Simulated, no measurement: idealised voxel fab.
process module | voxel self aligned contacts
cross-section cut | 155 nm wide | cells 5 nm
A cross-section is a grid of square cells, given in bands from the top down. A band is one or more rows of cells.
Each band's line starts with the height of the band's top and of its bottom, in nm. Then come its materials from left to right, each with its width in nm. One material with "throughout" fills the band from edge to edge. "air" is empty space.
Height 0 is the level under which the wafer as received is all one material. The lowest band goes on downwards, as in "0 down".
A width such as "30 to 40" changes by the same amount from each row of cells to the next, from the band's top row to its bottom row.
"no change" after a step means that no cell of the cross-section changed.
closed voids: empty space of 8 cells or more with no open way to the top, each as width x height at its distance from the left edge, in nm
after a step's settings: what the simulator itself notes on the step
overlay nm, on a step with a mask: how far to the right of its planned place the mask lay; to the left if negative
plan
1 op RECEIVE | material Si
2 op OXIDIZE | depth nm 5
3 op DIRECTIONAL_DEP | material polySi | thk nm 30
4 op DIRECTIONAL_DEP | material SiN | thk nm 25
5 op PATTERN | tone cover | mask id GATE | material resist | width nm 25 | pitch nm 65 | thk nm 20 | overlay nm 0
6 op DIRECTIONAL_ETCH | etch materials SiN | depth nm 25
7 op DIRECTIONAL_ETCH | etch materials polySi | depth nm 30
8 op STRIP | etch materials resist
9 op CONFORMAL_DEP | material SiN | thk nm 10
10 op DIRECTIONAL_ETCH | etch materials SiN | depth nm 10
11 op FILL_DEP | material SiO2 | thk nm 20
12 op CMP | height nm 65
13 op PATTERN | tone open | mask id CONTACT | material resist | width nm 50 | thk nm 20 | overlay nm 0
14 op DIRECTIONAL_ETCH | etch materials SiO2 | depth nm 70
15 op STRIP | etch materials resist
16 op CONFORMAL_DEP | material TiN | thk nm 5
17 op FILL_DEP | material W | thk nm 5
18 op CMP | height nm 65
19 op CONFORMAL_DEP | material SiN | thk nm 5
as received, after step 1
  0 down: Si throughout
  closed voids: none
first wafer at the end, as planned
  70 to 65: SiN throughout
  65 to 55: SiO2 50 | TiN 5 to 20 | W 40 to 10 | TiN 5 to 20 | SiO2 55
  55 to 30: SiO2 20 | SiN 45 | TiN 5 | W 10 | TiN 5 | SiN 45 | SiO2 25
  30 to 0: SiO2 20 | SiN 10 | polySi 25 | SiN 10 | TiN 5 | W 10 | TiN 5 | SiN 10 | polySi 25 | SiN 10 | SiO2 25
  0 to -5: SiO2 65 | TiN 20 | SiO2 70
  -5 down: Si throughout
  closed voids: none
second wafer at the end: like start, like plan, one mistake
  70 to 65: SiN throughout
  65 to 55: SiO2 50 | TiN 5 to 20 | W 40 to 10 | TiN 5 to 20 | SiO2 55
  55 to 30: SiO2 20 | SiN 45 | TiN 5 | W 10 | TiN 5 | SiN 45 | SiO2 25
  30 to 25: SiO2 65 | TiN 20 | SiO2 70
  25 to 0: polySi throughout
  0 down: Si throughout
  closed voids: none
what went wrong: steps 2 and 3 were swapped
at the end the second wafer has, in cells: 31 more of Si | 48 fewer of SiN | 54 fewer of SiO2 | 12 fewer of TiN | 12 fewer of W | 95 more of polySi
